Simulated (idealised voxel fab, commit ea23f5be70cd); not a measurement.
Proc. module: voxel self aligned vias
Square cells of 5 nm make up the cross-section cut, whose width is 220 nm.
Cross-sections here: square-cell grids, written as top-down lists of bands, a band being one or more rows of cells.
Per band: top height and bottom height in nm, followed by the left-to-right materials and their widths in nm; "throughout" marks a single material spanning edge to edge, "blank" marks empty space.
Height 0 is the level under which the wafer as received is all one material. The lowest band goes on downwards, as in "top 0, no bottom".
The notation "30->40" denotes a width that varies across the rows of cells in the band, beginning at the first number in the top row, finishing at the second number in the bottom row, and changing by an identical amount from each row to the next.
Any step labelled "nothing altered" changed none of the cells in the cross-section.
"Internal closed voids" enumerates empty spaces isolated from the top, with no open way to it, that contain at least 8 cells, giving each as width x height at distance from the left edge, all three in nm.
Where a step's line continues beyond its settings, the continuation is a remark by the simulator itself on that step.
A step's line can hold "overlay nm"; with a mask on that step, the setting says how far right of the planned place the mask lay, while a negative setting says it lay to the left.
Note: before/after cross-section pairs follow, one process step per pair, after-side truncated at the lowest changed band, step and settings given beneath. Different runs of this module on the same starting wafer may supply the pairs; a pair continues the one above only where the "Pre-process" entry says so.

-- Pre-process
	top 0, no bottom: Si throughout
	Internal closed voids: none

-- After the Step
	top 10, bottom 0: SiO2 throughout
	Below 0 it's all the same as before, nothing changed down there.
	Internal closed voids: none
Step, before to after (see cross-sections above): CONFORMAL_DEP,material SiO2,thk nm 10

Pre-process: The initial state for this step is given by the after cross-section of the immediately preceding pair.

-- After the Step
	top 15, bottom 10: SiCN throughout
	Below 10 it's all the same as before, nothing changed down there.
	Internal closed voids: none
Step, before to after (see cross-sections above): CONFORMAL_DEP,material SiCN,thk nm 5

Pre-process: The initial state for this step is given by the after cross-section of the immediately preceding pair.

-- After the Step
	top 40, bottom 15: lowk throughout
	Below 15 it's all the same as before, nothing changed down there.
	Internal closed voids: none
Step, before to after (see cross-sections above): DIRECTIONAL_DEP,material lowk,thk nm 25

Pre-process: The initial state for this step is given by the after cross-section of the immediately preceding pair.

-- After the Step
	top 55, bottom 40: 65 resist; 20 blank; 45 resist; 20 blank; 70 resist
	Below 40 it's all the same as before, nothing changed down there.
	Internal closed voids: none
Step, before to after (see cross-sections above): PATTERN,tone open,mask id LINES,material resist,width nm 20,pitch nm 65,thk nm 15,overlay nm 0

Pre-process: The initial state for this step is given by the after cross-section of the immediately preceding pair.

-- After the Step
	top 55, bottom 40: 65 resist; 20 blank; 45 resist; 20 blank; 70 resist
	top 40, bottom 15: 65 lowk; 20 blank; 45 lowk; 20 blank; 70 lowk
	Below 15 it's all the same as before, nothing changed down there.
	Internal closed voids: none
Step, before to after (see cross-sections above): DIRECTIONAL_ETCH,etch materials lowk,depth nm 25

Pre-process: The initial state for this step is given by the after cross-section of the immediately preceding pair.

-- After the Step
	top 40, bottom 15: 65 lowk; 20 blank; 45 lowk; 20 blank; 70 lowk
	Below 15 it's all the same as before, nothing changed down there.
	Internal closed voids: none
Step, before to after (see cross-sections above): STRIP,etch materials resist

Pre-process: The initial state for this step is given by the after cross-section of the immediately preceding pair.

-- After the Step
	top 45, bottom 40: 70 TiN; 10 blank; 55 TiN; 10 blank; 75 TiN
	top 40, bottom 20: 65 lowk; 5 TiN; 10 blank; 5 TiN; 45 lowk; 5 TiN; 10 blank; 5 TiN; 70 lowk
	top 20, bottom 15: 65 lowk; 20 TiN; 45 lowk; 20 TiN; 70 lowk
	Below 15 it's all the same as before, nothing changed down there.
	Internal closed voids: none
Step, before to after (see cross-sections above): CONFORMAL_DEP,material TiN,thk nm 5

Pre-process: The initial state for this step is given by the after cross-section of the immediately preceding pair.

-- After the Step
	top 55, bottom 45: Ru throughout
	top 45, bottom 40: 70 TiN; 10 Ru; 55 TiN; 10 Ru; 75 TiN
	top 40, bottom 20: 65 lowk; 5 TiN; 10 Ru; 5 TiN; 45 lowk; 5 TiN; 10 Ru; 5 TiN; 70 lowk
	Below 20 it's all the same as before, nothing changed down there.
	Internal closed voids: none
Step, before to after (see cross-sections above): FILL_DEP,material Ru,thk nm 10

Pre-process: The initial state for this step is given by the after cross-section of the immediately preceding pair.

-- After the Step
	top 40, bottom 20: 65 lowk; 5 TiN; 10 Ru; 5 TiN; 45 lowk; 5 TiN; 10 Ru; 5 TiN; 70 lowk
	Below 20 it's all the same as before, nothing changed down there.
	Internal closed voids: none
Step, before to after (see cross-sections above): CMP,height nm 40

Pre-process: The initial state for this step is given by the after cross-section of the immediately preceding pair.

-- After the Step
	top 40, bottom 30: 65 lowk; 20 blank; 45 lowk; 20 blank; 70 lowk
	Below 30 it's all the same as before, nothing changed down there.
	Internal closed voids: none
Step, before to after (see cross-sections above): SELECTIVE_ETCH,etch materials W Ru TiN,depth nm 10

Pre-process: The initial state for this step is given by the after cross-section of the immediately preceding pair.

-- After the Step
	top 50, bottom 40: SiN throughout
	top 40, bottom 30: 65 lowk; 20 SiN; 45 lowk; 20 SiN; 70 lowk
	Below 30 it's all the same as before, nothing changed down there.
	Internal closed voids: none
Step, before to after (see cross-sections above): FILL_DEP,material SiN,thk nm 10

Pre-process: The initial state for this step is given by the after cross-section of the immediately preceding pair.

-- After the Step
	top 40, bottom 30: 65 lowk; 20 SiN; 45 lowk; 20 SiN; 70 lowk
	Below 30 it's all the same as before, nothing changed down there.
	Internal closed voids: none
Step, before to after (see cross-sections above): CMP,height nm 40

Pre-process: The initial state for this step is given by the after cross-section of the immediately preceding pair.

-- After the Step
	top 60, bottom 40: lowk throughout
	Below 40 it's all the same as before, nothing changed down there.
	Internal closed voids: none
Step, before to after (see cross-sections above): DIRECTIONAL_DEP,material lowk,thk nm 20

Pre-process: The initial state for this step is given by the after cross-section of the immediately preceding pair.

-- After the Step
	top 70, bottom 60: aC throughout
	Below 60 it's all the same as before, nothing changed down there.
	Internal closed voids: none
Step, before to after (see cross-sections above): DIRECTIONAL_DEP,material aC,thk nm 10

Pre-process: The initial state for this step is given by the after cross-section of the immediately preceding pair.

-- After the Step
	top 95, bottom 70: 55 resist; 40 blank; 125 resist
	Below 70 it's all the same as before, nothing changed down there.
	Internal closed voids: none
Step, before to after (see cross-sections above): PATTERN,tone open,mask id VIAS,material resist,width nm 40,thk nm 25,overlay nm 0

Pre-process: The initial state for this step is given by the after cross-section of the immediately preceding pair.

-- After the Step
	top 85, bottom 70: 55 resist; 40 blank; 125 resist
	top 70, bottom 60: 55 aC; 40 blank; 125 aC
	Below 60 it's all the same as before, nothing changed down there.
	Internal closed voids: none
Step, before to after (see cross-sections above): DIRECTIONAL_ETCH,etch materials aC,depth nm 10

Pre-process: The initial state for this step is given by the after cross-section of the immediately preceding pair.

-- After the Step
	top 70, bottom 60: 55 aC; 40 blank; 125 aC
	Below 60 it's all the same as before, nothing changed down there.
	Internal closed voids: none
Step, before to after (see cross-sections above): STRIP,etch materials resist

Pre-process: The initial state for this step is given by the after cross-section of the immediately preceding pair.

-- After the Step
	top 70, bottom 60: 55 aC; 40 blank; 125 aC
	top 60, bottom 40: 55 lowk; 40 blank; 125 lowk
	Below 40 it's all the same as before, nothing changed down there.
	Internal closed voids: none
Step, before to after (see cross-sections above): DIRECTIONAL_ETCH,etch materials lowk,depth nm 20

Pre-process: The initial state for this step is given by the after cross-section of the immediately preceding pair.

-- After the Step
	top 70, bottom 60: 55 aC; 40 blank; 125 aC
	top 60, bottom 40: 55 lowk; 40 blank; 125 lowk
	top 40, bottom 30: 65 lowk; 20 blank; 45 lowk; 20 SiN; 70 lowk
	Below 30 it's all the same as before, nothing changed down there.
	Internal closed voids: none
Step, before to after (see cross-sections above): DIRECTIONAL_ETCH,etch materials SiN,depth nm 10

Pre-process: The initial state for this step is given by the after cross-section of the immediately preceding pair.

-- After the Step
	top 60, bottom 40: 55 lowk; 40 blank; 125 lowk
	Below 40 it's all the same as before, nothing changed down there.
	Internal closed voids: none
Step, before to after (see cross-sections above): STRIP,etch materials aC

Pre-process: The initial state for this step is given by the after cross-section of the immediately preceding pair.

-- After the Step
	top 65, bottom 60: 60 TiN; 30 blank; 130 TiN
	top 60, bottom 45: 55 lowk; 5 TiN; 30 blank; 5 TiN; 125 lowk
	top 45, bottom 40: 55 lowk; 15 TiN; 10 blank; 15 TiN; 125 lowk
	top 40, bottom 35: 65 lowk; 5 TiN; 10 blank; 5 TiN; 45 lowk; 20 SiN; 70 lowk
	top 35, bottom 30: 65 lowk; 20 TiN; 45 lowk; 20 SiN; 70 lowk
	Below 30 it's all the same as before, nothing changed down there.
	Internal closed voids: none
Step, before to after (see cross-sections above): CONFORMAL_DEP,material TiN,thk nm 5

Pre-process: The initial state for this step is given by the after cross-section of the immediately preceding pair.

-- After the Step
	top 70, bottom 65: W throughout
	top 65, bottom 60: 60 TiN; 30 W; 130 TiN
	top 60, bottom 45: 55 lowk; 5 TiN; 30 W; 5 TiN; 125 lowk
	top 45, bottom 40: 55 lowk; 15 TiN; 10 W; 15 TiN; 125 lowk
	top 40, bottom 35: 65 lowk; 5 TiN; 10 W; 5 TiN; 45 lowk; 20 SiN; 70 lowk
	Below 35 it's all the same as before, nothing changed down there.
	Internal closed voids: none
Step, before to after (see cross-sections above): FILL_DEP,material W,thk nm 5

Pre-process: The initial state for this step is given by the after cross-section of the immediately preceding pair.

-- After the Step
	top 60, bottom 45: 55 lowk; 5 TiN; 30 W; 5 TiN; 125 lowk
	Below 45 it's all the same as before, nothing changed down there.
	Internal closed voids: none
Step, before to after (see cross-sections above): CMP,height nm 60

Pre-process: The initial state for this step is given by the after cross-section of the immediately preceding pair.

-- After the Step
	top 65, bottom 60: SiCN throughout
	Below 60 it's all the same as before, nothing changed down there.
	Internal closed voids: none
Step, before to after (see cross-sections above): CONFORMAL_DEP,material SiCN,thk nm 5

-- Pre-process
	top 0, no bottom: Si throughout
	Internal closed voids: none

-- After the Step
	top 5, bottom 0: SiCN throughout
	Below 0 it's all the same as before, nothing changed down there.
	Internal closed voids: none
Step, before to after (see cross-sections above): CONFORMAL_DEP,material SiCN,thk nm 5

Pre-process: The initial state for this step is given by the after cross-section of the immediately preceding pair.

-- After the Step
	top 30, bottom 5: lowk throughout
	Below 5 it's all the same as before, nothing changed down there.
	Internal closed voids: none
Step, before to after (see cross-sections above): DIRECTIONAL_DEP,material lowk,thk nm 25

Pre-process: The initial state for this step is given by the after cross-section of the immediately preceding pair.

-- After the Step
	top 45, bottom 30: 65 resist; 20 blank; 45 resist; 20 blank; 70 resist
	Below 30 it's all the same as before, nothing changed down there.
	Internal closed voids: none
Step, before to after (see cross-sections above): PATTERN,tone open,mask id LINES,material resist,width nm 20,pitch nm 65,thk nm 15,overlay nm 0

Pre-process: The initial state for this step is given by the after cross-section of the immediately preceding pair.

-- After the Step
	top 45, bottom 30: 65 resist; 20 blank; 45 resist; 20 blank; 70 resist
	top 30, bottom 5: 65 lowk; 20 blank; 45 lowk; 20 blank; 70 lowk
	Below 5 it's all the same as before, nothing changed down there.
	Internal closed voids: none
Step, before to after (see cross-sections above): DIRECTIONAL_ETCH,etch materials lowk,depth nm 25

Pre-process: The initial state for this step is given by the after cross-section of the immediately preceding pair.

-- After the Step
	top 30, bottom 5: 65 lowk; 20 blank; 45 lowk; 20 blank; 70 lowk
	Below 5 it's all the same as before, nothing changed down there.
	Internal closed voids: none
Step, before to after (see cross-sections above): STRIP,etch materials resist

Pre-process: The initial state for this step is given by the after cross-section of the immediately preceding pair.

-- After the Step
	top 35, bottom 30: 70 TiN; 10 blank; 55 TiN; 10 blank; 75 TiN
	top 30, bottom 10: 65 lowk; 5 TiN; 10 blank; 5 TiN; 45 lowk; 5 TiN; 10 blank; 5 TiN; 70 lowk
	top 10, bottom 5: 65 lowk; 20 TiN; 45 lowk; 20 TiN; 70 lowk
	Below 5 it's all the same as before, nothing changed down there.
	Internal closed voids: none
Step, before to after (see cross-sections above): CONFORMAL_DEP,material TiN,thk nm 5

Pre-process: The initial state for this step is given by the after cross-section of the immediately preceding pair.

-- After the Step
	top 45, bottom 35: Ru throughout
	top 35, bottom 30: 70 TiN; 10 Ru; 55 TiN; 10 Ru; 75 TiN
	top 30, bottom 10: 65 lowk; 5 TiN; 10 Ru; 5 TiN; 45 lowk; 5 TiN; 10 Ru; 5 TiN; 70 lowk
	Below 10 it's all the same as before, nothing changed down there.
	Internal closed voids: none
Step, before to after (see cross-sections above): FILL_DEP,material Ru,thk nm 10

Pre-process: The initial state for this step is given by the after cross-section of the immediately preceding pair.

-- After the Step
	top 40, bottom 35: Ru throughout
	Below 35 it's all the same as before, nothing changed down there.
	Internal closed voids: none
Step, before to after (see cross-sections above): CMP,height nm 40

Pre-process: The initial state for this step is given by the after cross-section of the immediately preceding pair.

-- After the Step
	top 30, bottom 10: 65 lowk; 5 TiN; 10 Ru; 5 TiN; 45 lowk; 5 TiN; 10 Ru; 5 TiN; 70 lowk
	Below 10 it's all the same as before, nothing changed down there.
	Internal closed voids: none
Step, before to after (see cross-sections above): SELECTIVE_ETCH,etch materials W Ru TiN,depth nm 10

Pre-process: The initial state for this step is given by the after cross-section of the immediately preceding pair.

-- After the Step
	top 40, bottom 30: SiN throughout
	Below 30 it's all the same as before, nothing changed down there.
	Internal closed voids: none
Step, before to after (see cross-sections above): FILL_DEP,material SiN,thk nm 10

Pre-process: The initial state for this step is given by the after cross-section of the immediately preceding pair.

-- After the Step
	top 60, bottom 40: lowk throughout
	Below 40 it's all the same as before, nothing changed down there.
	Internal closed voids: none
Step, before to after (see cross-sections above): DIRECTIONAL_DEP,material lowk,thk nm 20

Pre-process: The initial state for this step is given by the after cross-section of the immediately preceding pair.

-- After the Step
	top 70, bottom 60: aC throughout
	Below 60 it's all the same as before, nothing changed down there.
	Internal closed voids: none
Step, before to after (see cross-sections above): DIRECTIONAL_DEP,material aC,thk nm 10

Pre-process: The initial state for this step is given by the after cross-section of the immediately preceding pair.

-- After the Step
	top 95, bottom 70: 55 resist; 40 blank; 125 resist
	Below 70 it's all the same as before, nothing changed down there.
	Internal closed voids: none
Step, before to after (see cross-sections above): PATTERN,tone open,mask id VIAS,material resist,width nm 40,thk nm 25,overlay nm 0

Pre-process: The initial state for this step is given by the after cross-section of the immediately preceding pair.

-- After the Step
	top 85, bottom 70: 55 resist; 40 blank; 125 resist
	top 70, bottom 60: 55 aC; 40 blank; 125 aC
	Below 60 it's all the same as before, nothing changed down there.
	Internal closed voids: none
Step, before to after (see cross-sections above): DIRECTIONAL_ETCH,etch materials aC,depth nm 10

Pre-process: The initial state for this step is given by the after cross-section of the immediately preceding pair.

-- After the Step
	top 70, bottom 60: 55 aC; 40 blank; 125 aC
	Below 60 it's all the same as before, nothing changed down there.
	Internal closed voids: none
Step, before to after (see cross-sections above): STRIP,etch materials resist

Pre-process: The initial state for this step is given by the after cross-section of the immediately preceding pair.

-- After the Step
	top 70, bottom 60: 55 aC; 40 blank; 125 aC
	top 60, bottom 40: 55 lowk; 40 blank; 125 lowk
	Below 40 it's all the same as before, nothing changed down there.
	Internal closed voids: none
Step, before to after (see cross-sections above): DIRECTIONAL_ETCH,etch materials lowk,depth nm 20

Pre-process: The initial state for this step is given by the after cross-section of the immediately preceding pair.

-- After the Step
	top 70, bottom 60: 55 aC; 40 blank; 125 aC
	top 60, bottom 40: 55 lowk; 40 blank; 125 lowk
	top 40, bottom 30: 55 SiN; 40 blank; 125 SiN
	Below 30 it's all the same as before, nothing changed down there.
	Internal closed voids: none
Step, before to after (see cross-sections above): DIRECTIONAL_ETCH,etch materials SiN,depth nm 10

Pre-process: The initial state for this step is given by the after cross-section of the immediately preceding pair.

-- After the Step
	top 60, bottom 40: 55 lowk; 40 blank; 125 lowk
	Below 40 it's all the same as before, nothing changed down there.
	Internal closed voids: none
Step, before to after (see cross-sections above): STRIP,etch materials aC

Pre-process: The initial state for this step is given by the after cross-section of the immediately preceding pair.

-- After the Step
	top 65, bottom 60: 60 TiN; 30 blank; 130 TiN
	top 60, bottom 40: 55 lowk; 5 TiN; 30 blank; 5 TiN; 125 lowk
	top 40, bottom 35: 55 SiN; 5 TiN; 30 blank; 5 TiN; 125 SiN
	top 35, bottom 30: 55 SiN; 40 TiN; 125 SiN
	Below 30 it's all the same as before, nothing changed down there.
	Internal closed voids: none
Step, before to after (see cross-sections above): CONFORMAL_DEP,material TiN,thk nm 5

Pre-process: The initial state for this step is given by the after cross-section of the immediately preceding pair.

-- After the Step
	top 70, bottom 65: W throughout
	top 65, bottom 60: 60 TiN; 30 W; 130 TiN
	top 60, bottom 40: 55 lowk; 5 TiN; 30 W; 5 TiN; 125 lowk
	top 40, bottom 35: 55 SiN; 5 TiN; 30 W; 5 TiN; 125 SiN
	Below 35 it's all the same as before, nothing changed down there.
	Internal closed voids: none
Step, before to after (see cross-sections above): FILL_DEP,material W,thk nm 5

Pre-process: The initial state for this step is given by the after cross-section of the immediately preceding pair.

-- After the Step
	top 60, bottom 40: 55 lowk; 5 TiN; 30 W; 5 TiN; 125 lowk
	Below 40 it's all the same as before, nothing changed down there.
	Internal closed voids: none
Step, before to after (see cross-sections above): CMP,height nm 60

Pre-process: The initial state for this step is given by the after cross-section of the immediately preceding pair.

-- After the Step
	top 65, bottom 60: SiCN throughout
	Below 60 it's all the same as before, nothing changed down there.
	Internal closed voids: none
Step, before to after (see cross-sections above): CONFORMAL_DEP,material SiCN,thk nm 5

-- Pre-process
	top 70, bottom 60: 55 aC; 40 blank; 125 aC
	top 60, bottom 40: 55 lowk; 40 blank; 125 lowk
	top 40, bottom 30: 65 lowk; 20 SiN; 45 lowk; 20 SiN; 70 lowk
	top 30, bottom 20: 65 lowk; 5 TiN; 10 Ru; 5 TiN; 45 lowk; 5 TiN; 10 Ru; 5 TiN; 70 lowk
	top 20, bottom 15: 65 lowk; 20 TiN; 45 lowk; 20 TiN; 70 lowk
	top 15, bottom 10: SiCN throughout
	top 10, bottom 0: SiO2 throughout
	top 0, no bottom: Si throughout
	Internal closed voids: none

-- After the Step
	top 70, bottom 60: 55 aC; 40 blank; 125 aC
	top 60, bottom 40: 55 lowk; 40 blank; 125 lowk
	top 40, bottom 30: 55 lowk; 10 blank; 20 SiN; 10 blank; 35 lowk; 20 SiN; 70 lowk
	top 30, bottom 20: 55 lowk; 10 blank; 5 TiN; 10 Ru; 5 TiN; 10 blank; 35 lowk; 5 TiN; 10 Ru; 5 TiN; 70 lowk
	Below 20 it's all the same as before, nothing changed down there.
	Internal closed voids: none
Step, before to after (see cross-sections above): DIRECTIONAL_ETCH,etch materials lowk,depth nm 20

Pre-process: The initial state for this step is given by the after cross-section of the immediately preceding pair.

-- After the Step
	top 70, bottom 60: 55 aC; 40 blank; 125 aC
	top 60, bottom 40: 55 lowk; 40 blank; 125 lowk
	top 40, bottom 30: 55 lowk; 40 blank; 35 lowk; 20 SiN; 70 lowk
	Below 30 it's all the same as before, nothing changed down there.
	Internal closed voids: none
Step, before to after (see cross-sections above): DIRECTIONAL_ETCH,etch materials SiN,depth nm 10

Pre-process: The initial state for this step is given by the after cross-section of the immediately preceding pair.

-- After the Step
	top 60, bottom 40: 55 lowk; 40 blank; 125 lowk
	Below 40 it's all the same as before, nothing changed down there.
	Internal closed voids: none
Step, before to after (see cross-sections above): STRIP,etch materials aC

Pre-process: The initial state for this step is given by the after cross-section of the immediately preceding pair.

-- After the Step
	top 65, bottom 60: 60 TiN; 30 blank; 130 TiN
	top 60, bottom 40: 55 lowk; 5 TiN; 30 blank; 5 TiN; 125 lowk
	top 40, bottom 35: 55 lowk; 5 TiN; 30 blank; 5 TiN; 35 lowk; 20 SiN; 70 lowk
	top 35, bottom 30: 55 lowk; 40 TiN; 35 lowk; 20 SiN; 70 lowk
	top 30, bottom 20: 55 lowk; 15 TiN; 10 Ru; 15 TiN; 35 lowk; 5 TiN; 10 Ru; 5 TiN; 70 lowk
	Below 20 it's all the same as before, nothing changed down there.
	Internal closed voids: none
Step, before to after (see cross-sections above): CONFORMAL_DEP,material TiN,thk nm 5

Pre-process: The initial state for this step is given by the after cross-section of the immediately preceding pair.

-- After the Step
	top 70, bottom 65: W throughout
	top 65, bottom 60: 60 TiN; 30 W; 130 TiN
	top 60, bottom 40: 55 lowk; 5 TiN; 30 W; 5 TiN; 125 lowk
	top 40, bottom 35: 55 lowk; 5 TiN; 30 W; 5 TiN; 35 lowk; 20 SiN; 70 lowk
	Below 35 it's all the same as before, nothing changed down there.
	Internal closed voids: none
Step, before to after (see cross-sections above): FILL_DEP,material W,thk nm 5

Pre-process: The initial state for this step is given by the after cross-section of the immediately preceding pair.

-- After the Step
	top 60, bottom 40: 55 lowk; 5 TiN; 30 W; 5 TiN; 125 lowk
	Below 40 it's all the same as before, nothing changed down there.
	Internal closed voids: none
Step, before to after (see cross-sections above): CMP,height nm 60

Pre-process: The initial state for this step is given by the after cross-section of the immediately preceding pair.

-- After the Step
	top 65, bottom 60: SiCN throughout
	Below 60 it's all the same as before, nothing changed down there.
	Internal closed voids: none
Step, before to after (see cross-sections above): CONFORMAL_DEP,material SiCN,thk nm 5

-- Pre-process
	top 10, bottom 0: SiO2 throughout
	top 0, no bottom: Si throughout
	Internal closed voids: none

-- After the Step
	top 35, bottom 10: lowk throughout
	Below 10 it's all the same as before, nothing changed down there.
	Internal closed voids: none
Step, before to after (see cross-sections above): DIRECTIONAL_DEP,material lowk,thk nm 25

Pre-process: The initial state for this step is given by the after cross-section of the immediately preceding pair.

-- After the Step
	top 40, bottom 35: SiCN throughout
	Below 35 it's all the same as before, nothing changed down there.
	Internal closed voids: none
Step, before to after (see cross-sections above): CONFORMAL_DEP,material SiCN,thk nm 5

Pre-process: The initial state for this step is given by the after cross-section of the immediately preceding pair.

-- After the Step
	top 55, bottom 40: 65 resist; 20 blank; 45 resist; 20 blank; 70 resist
	Below 40 it's all the same as before, nothing changed down there.
	Internal closed voids: none
Step, before to after (see cross-sections above): PATTERN,tone open,mask id LINES,material resist,width nm 20,pitch nm 65,thk nm 15,overlay nm 0

Pre-process: The initial state for this step is given by the after cross-section of the immediately preceding pair.

-- After the Step
	top 40, bottom 35: SiCN throughout
	Below 35 it's all the same as before, nothing changed down there.
	Internal closed voids: none
Step, before to after (see cross-sections above): STRIP,etch materials resist

Pre-process: The initial state for this step is given by the after cross-section of the immediately preceding pair.

-- After the Step
	top 45, bottom 40: TiN throughout
	Below 40 it's all the same as before, nothing changed down there.
	Internal closed voids: none
Step, before to after (see cross-sections above): CONFORMAL_DEP,material TiN,thk nm 5

Pre-process: The initial state for this step is given by the after cross-section of the immediately preceding pair.

-- After the Step
	top 55, bottom 45: Ru throughout
	Below 45 it's all the same as before, nothing changed down there.
	Internal closed voids: none
Step, before to after (see cross-sections above): FILL_DEP,material Ru,thk nm 10

Pre-process: The initial state for this step is given by the after cross-section of the immediately preceding pair.

-- After the Step
	top 40, bottom 35: SiCN throughout
	Below 35 it's all the same as before, nothing changed down there.
	Internal closed voids: none
Step, before to after (see cross-sections above): CMP,height nm 40

Pre-process: The initial state for this step is given by the after cross-section of the immediately preceding pair.

-- After the Step
	top 50, bottom 40: SiN throughout
	Below 40 it's all the same as before, nothing changed down there.
	Internal closed voids: none
Step, before to after (see cross-sections above): FILL_DEP,material SiN,thk nm 10

Pre-process: The initial state for this step is given by the after cross-section of the immediately preceding pair.

-- After the Step
	top 40, bottom 35: SiCN throughout
	Below 35 it's all the same as before, nothing changed down there.
	Internal closed voids: none
Step, before to after (see cross-sections above): CMP,height nm 40

Pre-process: The initial state for this step is given by the after cross-section of the immediately preceding pair.

-- After the Step
	top 60, bottom 40: lowk throughout
	Below 40 it's all the same as before, nothing changed down there.
	Internal closed voids: none
Step, before to after (see cross-sections above): DIRECTIONAL_DEP,material lowk,thk nm 20

Pre-process: The initial state for this step is given by the after cross-section of the immediately preceding pair.

-- After the Step
	top 70, bottom 60: aC throughout
	Below 60 it's all the same as before, nothing changed down there.
	Internal closed voids: none
Step, before to after (see cross-sections above): DIRECTIONAL_DEP,material aC,thk nm 10

Pre-process: The initial state for this step is given by the after cross-section of the immediately preceding pair.

-- After the Step
	top 95, bottom 70: 55 resist; 40 blank; 125 resist
	Below 70 it's all the same as before, nothing changed down there.
	Internal closed voids: none
Step, before to after (see cross-sections above): PATTERN,tone open,mask id VIAS,material resist,width nm 40,thk nm 25,overlay nm 0

Pre-process: The initial state for this step is given by the after cross-section of the immediately preceding pair.

-- After the Step
	top 85, bottom 70: 55 resist; 40 blank; 125 resist
	top 70, bottom 60: 55 aC; 40 blank; 125 aC
	Below 60 it's all the same as before, nothing changed down there.
	Internal closed voids: none
Step, before to after (see cross-sections above): DIRECTIONAL_ETCH,etch materials aC,depth nm 10

Pre-process: The initial state for this step is given by the after cross-section of the immediately preceding pair.

-- After the Step
	top 70, bottom 60: 55 aC; 40 blank; 125 aC
	Below 60 it's all the same as before, nothing changed down there.
	Internal closed voids: none
Step, before to after (see cross-sections above): STRIP,etch materials resist

Pre-process: The initial state for this step is given by the after cross-section of the immediately preceding pair.

-- After the Step
	top 70, bottom 60: 55 aC; 40 blank; 125 aC
	top 60, bottom 40: 55 lowk; 40 blank; 125 lowk
	Below 40 it's all the same as before, nothing changed down there.
	Internal closed voids: none
Step, before to after (see cross-sections above): DIRECTIONAL_ETCH,etch materials lowk,depth nm 20

Pre-process: The initial state for this step is given by the after cross-section of the immediately preceding pair.

-- After the Step
	top 60, bottom 40: 55 lowk; 40 blank; 125 lowk
	Below 40 it's all the same as before, nothing changed down there.
	Internal closed voids: none
Step, before to after (see cross-sections above): STRIP,etch materials aC

Pre-process: The initial state for this step is given by the after cross-section of the immediately preceding pair.

-- After the Step
	top 65, bottom 60: 60 TiN; 30 blank; 130 TiN
	top 60, bottom 45: 55 lowk; 5 TiN; 30 blank; 5 TiN; 125 lowk
	top 45, bottom 40: 55 lowk; 40 TiN; 125 lowk
	Below 40 it's all the same as before, nothing changed down there.
	Internal closed voids: none
Step, before to after (see cross-sections above): CONFORMAL_DEP,material TiN,thk nm 5

Pre-process: The initial state for this step is given by the after cross-section of the immediately preceding pair.

-- After the Step
	top 70, bottom 65: W throughout
	top 65, bottom 60: 60 TiN; 30 W; 130 TiN
	top 60, bottom 45: 55 lowk; 5 TiN; 30 W; 5 TiN; 125 lowk
	Below 45 it's all the same as before, nothing changed down there.
	Internal closed voids: none
Step, before to after (see cross-sections above): FILL_DEP,material W,thk nm 5

Pre-process: The initial state for this step is given by the after cross-section of the immediately preceding pair.

-- After the Step
	top 60, bottom 45: 55 lowk; 5 TiN; 30 W; 5 TiN; 125 lowk
	Below 45 it's all the same as before, nothing changed down there.
	Internal closed voids: none
Step, before to after (see cross-sections above): CMP,height nm 60

Pre-process: The initial state for this step is given by the after cross-section of the immediately preceding pair.

-- After the Step
	top 65, bottom 60: SiCN throughout
	Below 60 it's all the same as before, nothing changed down there.
	Internal closed voids: none
Step, before to after (see cross-sections above): CONFORMAL_DEP,material SiCN,thk nm 5

-- Pre-process
	top 50, bottom 40: SiN throughout
	top 40, bottom 30: 65 lowk; 20 SiN; 45 lowk; 20 SiN; 70 lowk
	top 30, bottom 20: 65 lowk; 5 TiN; 10 Ru; 5 TiN; 45 lowk; 5 TiN; 10 Ru; 5 TiN; 70 lowk
	top 20, bottom 15: 65 lowk; 20 TiN; 45 lowk; 20 TiN; 70 lowk
	top 15, bottom 10: SiCN throughout
	top 10, bottom 0: SiO2 throughout
	top 0, no bottom: Si throughout
	Internal closed voids: none

-- After the Step
	top 30, bottom 20: 65 lowk; 5 TiN; 10 Ru; 5 TiN; 45 lowk; 5 TiN; 10 Ru; 5 TiN; 70 lowk
	Below 20 it's all the same as before, nothing changed down there.
	Internal closed voids: none
Step, before to after (see cross-sections above): CMP,height nm 30

Pre-process: The initial state for this step is given by the after cross-section of the immediately preceding pair.

-- After the Step
	top 50, bottom 30: lowk throughout
	Below 30 it's all the same as before, nothing changed down there.
	Internal closed voids: none
Step, before to after (see cross-sections above): DIRECTIONAL_DEP,material lowk,thk nm 20

Pre-process: The initial state for this step is given by the after cross-section of the immediately preceding pair.

-- After the Step
	top 60, bottom 50: aC throughout
	Below 50 it's all the same as before, nothing changed down there.
	Internal closed voids: none
Step, before to after (see cross-sections above): DIRECTIONAL_DEP,material aC,thk nm 10

Pre-process: The initial state for this step is given by the after cross-section of the immediately preceding pair.

-- After the Step
	top 85, bottom 60: 55 resist; 40 blank; 125 resist
	Below 60 it's all the same as before, nothing changed down there.
	Internal closed voids: none
Step, before to after (see cross-sections above): PATTERN,tone open,mask id VIAS,material resist,width nm 40,thk nm 25,overlay nm 0

Pre-process: The initial state for this step is given by the after cross-section of the immediately preceding pair.

-- After the Step
	top 75, bottom 60: 55 resist; 40 blank; 125 resist
	top 60, bottom 50: 55 aC; 40 blank; 125 aC
	Below 50 it's all the same as before, nothing changed down there.
	Internal closed voids: none
Step, before to after (see cross-sections above): DIRECTIONAL_ETCH,etch materials aC,depth nm 10

Pre-process: The initial state for this step is given by the after cross-section of the immediately preceding pair.

-- After the Step
	top 60, bottom 50: 55 aC; 40 blank; 125 aC
	Below 50 it's all the same as before, nothing changed down there.
	Internal closed voids: none
Step, before to after (see cross-sections above): STRIP,etch materials resist

Pre-process: The initial state for this step is given by the after cross-section of the immediately preceding pair.

-- After the Step
	top 60, bottom 50: 55 aC; 40 blank; 125 aC
	top 50, bottom 30: 55 lowk; 40 blank; 125 lowk
	Below 30 it's all the same as before, nothing changed down there.
	Internal closed voids: none
Step, before to after (see cross-sections above): DIRECTIONAL_ETCH,etch materials lowk,depth nm 20

Pre-process: The initial state for this step is given by the after cross-section of the immediately preceding pair.

-- After the Step
	top 50, bottom 30: 55 lowk; 40 blank; 125 lowk
	Below 30 it's all the same as before, nothing changed down there.
	Internal closed voids: none
Step, before to after (see cross-sections above): STRIP,etch materials aC

Pre-process: The initial state for this step is given by the after cross-section of the immediately preceding pair.

-- After the Step
	top 55, bottom 50: 60 TiN; 30 blank; 130 TiN
	top 50, bottom 35: 55 lowk; 5 TiN; 30 blank; 5 TiN; 125 lowk
	top 35, bottom 30: 55 lowk; 40 TiN; 125 lowk
	Below 30 it's all the same as before, nothing changed down there.
	Internal closed voids: none
Step, before to after (see cross-sections above): CONFORMAL_DEP,material TiN,thk nm 5
